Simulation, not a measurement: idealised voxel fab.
Documented hereafter: the process module known as voxel air gaps.
Square cells of 5 nm make up the cross-section cut, whose width is 205 nm.
A cross-section is written here as square cells arranged in a grid, and it is given in bands from the top down, each band taking up one or more rows of cells.
What a band's entry tells you: where the top is and where the bottom is, as heights in nm, and after that what lies inside, material by material from left to right, each with its width in nm. Empty space is written as the word "air", and a single material marked with the word "throughout" occupies the band from edge to edge.
The reference from which all heights are counted is 0, the level beneath which the as-received wafer is entirely one material; the lowest band, having no lower bound, proceeds downward and is written after the example "0 nm and below".
The expression "30->40" gives the width at the extremes of the band, the first number at its top row of cells and the second at its bottom row, with the width changing by equal amounts from each row to the next in between.
"changes: none" for a step: no cell of the cross-section changed in that step.
"Enclosed void list" contains a list of empty spaces, each no smaller than 8 cells and without an open way to the top, written in the form width x height at distance with the distance from the left edge and all three in nm.
Anything after a step's settings on that line? It's the simulator's own note about the step.
Among the settings permitted on a step's line is "overlay nm"; applied to a step with a mask, it specifies the extent to which the mask lay to the right of its planned position, whereas a negative figure signifies a position to the left.

The process steps that were planned are listed below:
1. op RECEIVE | material Si
2. op CONFORMAL_DEP | material SiO2 | thk nm 10
3. op CONFORMAL_DEP | material SiN | thk nm 5
4. op DIRECTIONAL_DEP | material lowk | thk nm 35
5. op PATTERN | tone open | mask id LINES | material resist | width nm 15 | pitch nm 50 | thk nm 20 | overlay nm 0
6. op DIRECTIONAL_ETCH | etch materials lowk | depth nm 35
7. op STRIP | etch materials resist
8. op CONFORMAL_DEP | material TiN | thk nm 5
9. op FILL_DEP | material Cu | thk nm 10
10. op CMP | height nm 50
11. op EPI | material Ru | thk nm 10
12. op SELECTIVE_ETCH | etch materials lowk | depth nm 45
13. op CONFORMAL_DEP | material SiCN | thk nm 5
Keep in mind the plan's value for the width nm of step 5 comes from the first wafer; the wafers don't share that setting, but they do share the same starting point.

First wafer as received, after step 1:
* 0 nm and below = Si throughout
* Enclosed void list: none

Below is a per-wafer table. In it, each row describes the wafer at the end of the module by giving, for each material, the number of cells gained (+) or lost (-) since the wafer was received, and after that the closed voids of the wafer:
width nm 15, +18 Cu, +42 Ru, +119 SiCN, +41 SiN, +82 SiO2, +45 TiN, Enclosed void list: none
width nm 20, +36 Cu, +48 Ru, +119 SiCN, +41 SiN, +82 SiO2, +48 TiN, Enclosed void list: 20 x 25 at 65; 20 x 25 at 115
width nm 25, +54 Cu, +54 Ru, +111 SiCN, +41 SiN, +82 SiO2, +51 TiN, Enclosed void list: 15 x 25 at 70; 15 x 25 at 120
width nm 30, +72 Cu, +60 Ru, +67 SiCN, +41 SiN, +82 SiO2, +54 TiN, +56 lowk, Enclosed void list: none
width nm 35, +90 Cu, +62 Ru, +67 SiCN, +41 SiN, +82 SiO2, +57 TiN, +42 lowk, Enclosed void list: none
